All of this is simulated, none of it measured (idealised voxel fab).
Process module, titled voxel self aligned contacts
FYI the section here is cut, 270 nm wide, cells are 5 nm squares.
Cross-section layout: square cells on a grid; listed as bands, top to bottom; a band spans one or more cell rows. In this notation a band is specified by the heights of its top and bottom, in that order and in nm, after which its materials appear from left to right, each paired with its width in nm. The word "all across" attached to a single material means that material fills the band from edge to edge; the word "blank" stands for empty space. Height 0 is the level under which the wafer as received is all one material. The lowest band goes on downwards, as in "0 and below". You'd read "30 to 40" like this: the band's top row of cells is as wide as the first number, its bottom row is as wide as the second, and going down, every row changes width by the same amount as the row before did. Key: "all unchanged" - step with no changed cell in the cross-section. The entry titled "Internal closed voids" provides the empty spaces that have no open way to the top, restricted to those of 8 cells or more. Each is presented as width x height at distance, the distance being measured from the left edge, with all three in nm. Heads up: the bit after the settings on a step's line is the simulator's remark on that step. When a step includes a mask, the "overlay nm" setting on its line states how far to the right of its planned place that mask lay, and negative values state how far to the left.

**List of planned process steps**
1 RECEIVE,material Si
2 OXIDIZE,depth nm 5
3 DIRECTIONAL_DEP,material polySi,thk nm 20
4 DIRECTIONAL_DEP,material SiN,thk nm 20
5 MASKED_ETCH,tone cover,mask id GATE,width nm 25,pitch nm 60,etch materials SiN,depth nm 20,overlay nm 0
6 MASKED_ETCH,tone cover,mask id GATE,width nm 25,pitch nm 60,etch materials polySi,depth nm 20,overlay nm -15
7 CONFORMAL_DEP,material SiN,thk nm 5
8 DIRECTIONAL_ETCH,etch materials SiN,depth nm 5
9 FILL_DEP,material SiO2,thk nm 10
10 CMP,height nm 45
11 PATTERN,tone open,mask id CONTACT,material resist,width nm 45,thk nm 15,overlay nm 0
12 DIRECTIONAL_ETCH,etch materials SiO2,depth nm 50
13 STRIP,etch materials resist
14 CONFORMAL_DEP,material TiN,thk nm 5
15 FILL_DEP,material W,thk nm 5
16 CMP,height nm 45
17 CONFORMAL_DEP,material SiCN,thk nm 5
For this document, wafers share an identical start and vary in the step 6 overlay nm; the plan quotes the first wafer's value.

**This is how the first of several wafers looked in cross-section when it arrived, which is after step 1**
* 0 and below | Si all across
* Internal closed voids: none

**The following table contains a row per wafer, in which are reported, at the conclusion of the module, the cells of each material gained (+) or lost (-) since the wafer's receipt, with its closed voids given thereafter**
overlay nm -15; -54 Si; +54 SiCN; +72 SiN; +365 SiO2; +27 TiN; +12 W; +64 polySi; Internal closed voids: none
overlay nm -10; -54 Si; +54 SiCN; +72 SiN; +368 SiO2; +27 TiN; +17 W; +56 polySi; Internal closed voids: none
overlay nm -5; -54 Si; +54 SiCN; +72 SiN; +371 SiO2; +27 TiN; +22 W; +48 polySi; Internal closed voids: none
overlay nm 0; -54 Si; +54 SiCN; +72 SiN; +374 SiO2; +27 TiN; +27 W; +40 polySi; Internal closed voids: none
overlay nm 5; -54 Si; +54 SiCN; +72 SiN; +371 SiO2; +27 TiN; +22 W; +48 polySi; Internal closed voids: none
overlay nm 10; -54 Si; +54 SiCN; +72 SiN; +368 SiO2; +27 TiN; +17 W; +56 polySi; Internal closed voids: none
overlay nm 15; -54 Si; +54 SiCN; +72 SiN; +365 SiO2; +27 TiN; +12 W; +64 polySi; Internal closed voids: none
